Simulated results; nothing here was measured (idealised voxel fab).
process module | voxel released beams
cross-section cut | 160 nm wide | cells 5 nm
A cross-section is a grid of square cells, given in bands from the top down. A band is one or more rows of cells.
Each band's line starts with the height of the band's top and of its bottom, in nm. Then come its materials from left to right, each with its width in nm. One material with "throughout" fills the band from edge to edge. "air" is empty space.
Height 0 is the level under which the wafer as received is all one material. The lowest band goes on downwards, as in "0 down".
A width such as "30 to 40" changes by the same amount from each row of cells to the next, from the band's top row to its bottom row.
"no change" after a step means that no cell of the cross-section changed.
closed voids: empty space of 8 cells or more with no open way to the top, each as width x height at its distance from the left edge, in nm
after a step's settings: what the simulator itself notes on the step
overlay nm, on a step with a mask: how far to the right of its planned place the mask lay; to the left if negative
plan
1 op RECEIVE | material Si
2 op CONFORMAL_DEP | material Al2O3 | thk nm 10
3 op DIRECTIONAL_DEP | material SiO2 | thk nm 10
4 op PATTERN | tone open | mask id ANCHOR | material resist | width nm 30 | thk nm 15 | overlay nm 0
5 op DIRECTIONAL_ETCH | etch materials SiO2 | depth nm 10
6 op STRIP | etch materials resist
7 op CONFORMAL_DEP | material SiN | thk nm 10
8 op DIRECTIONAL_DEP | material aC | thk nm 15
9 op PATTERN | tone cover | mask id BEAM | material resist | width nm 95 | thk nm 30 | overlay nm 0
10 op DIRECTIONAL_ETCH | etch materials aC | depth nm 15
11 op STRIP | etch materials resist
12 op DIRECTIONAL_ETCH | etch materials SiN | depth nm 10
13 op STRIP | etch materials aC
14 op STRIP | etch materials SiO2
first wafer, as planned
as received, after step 1
  0 down: Si throughout
  closed voids: none
after step 2
  10 to 0: Al2O3 throughout
  below 0: unchanged
after step 3
  20 to 10: SiO2 throughout
  below 10: unchanged
after step 4
  35 to 20: resist 35 | air 30 | resist 95
  below 20: unchanged
after step 5
  35 to 20: resist 35 | air 30 | resist 95
  20 to 10: SiO2 35 | air 30 | SiO2 95
  below 10: unchanged
after step 6
  20 to 10: SiO2 35 | air 30 | SiO2 95
  below 10: unchanged
after step 7
  30 to 20: SiN 45 | air 10 | SiN 105
  20 to 10: SiO2 35 | SiN 30 | SiO2 95
  below 10: unchanged
after step 8
  45 to 35: aC 45 | air 10 | aC 105
  35 to 30: aC throughout
  30 to 20: SiN 45 | aC 10 | SiN 105
  below 20: unchanged
after step 9
  75 to 45: air 30 | resist 95 | air 35
  45 to 35: aC 45 | resist 10 | aC 105
  below 35: unchanged
after step 10
  60 to 45: air 30 | resist 95 | air 35
  45 to 35: air 30 | aC 15 | resist 10 | aC 70 | air 35
  35 to 30: air 30 | aC 95 | air 35
  below 30: unchanged
after step 11
  45 to 35: air 30 | aC 15 | air 10 | aC 70 | air 35
  below 35: unchanged
after step 12
  45 to 35: air 30 | aC 15 | air 10 | aC 70 | air 35
  35 to 30: air 30 | aC 95 | air 35
  30 to 20: air 30 | SiN 15 | aC 10 | SiN 70 | air 35
  below 20: unchanged
after step 13
  30 to 20: air 30 | SiN 15 | air 10 | SiN 70 | air 35
  below 20: unchanged
after step 14
  30 to 20: air 30 | SiN 15 | air 10 | SiN 70 | air 35
  20 to 10: air 35 | SiN 30 | air 95
  below 10: unchanged
second wafer: like start, like plan, one mistake. Through step 7 it matches the first wafer
when step 8 should have ended
  45 to 35: SiN 45 | air 10 | SiN 105
  35 to 20: SiN throughout
  below 20: unchanged
when step 9 should have ended
  75 to 45: air 30 | resist 95 | air 35
  45 to 35: SiN 45 | resist 10 | SiN 105
  below 35: unchanged
when step 10 should have ended
  60 to 45: air 30 | resist 95 | air 35
  below 45: unchanged
when step 11 should have ended
  45 to 35: SiN 45 | air 10 | SiN 105
  below 35: unchanged
when step 12 should have ended
  35 to 25: SiN 45 | air 10 | SiN 105
  below 25: unchanged
when step 13 should have ended: no change
when step 14 should have ended: no change
what went wrong: step 8 ran as: op DIRECTIONAL_DEP | material SiN | thk nm 15
at the end the second wafer has, in cells: 58 more of SiN | 52 more of SiO2
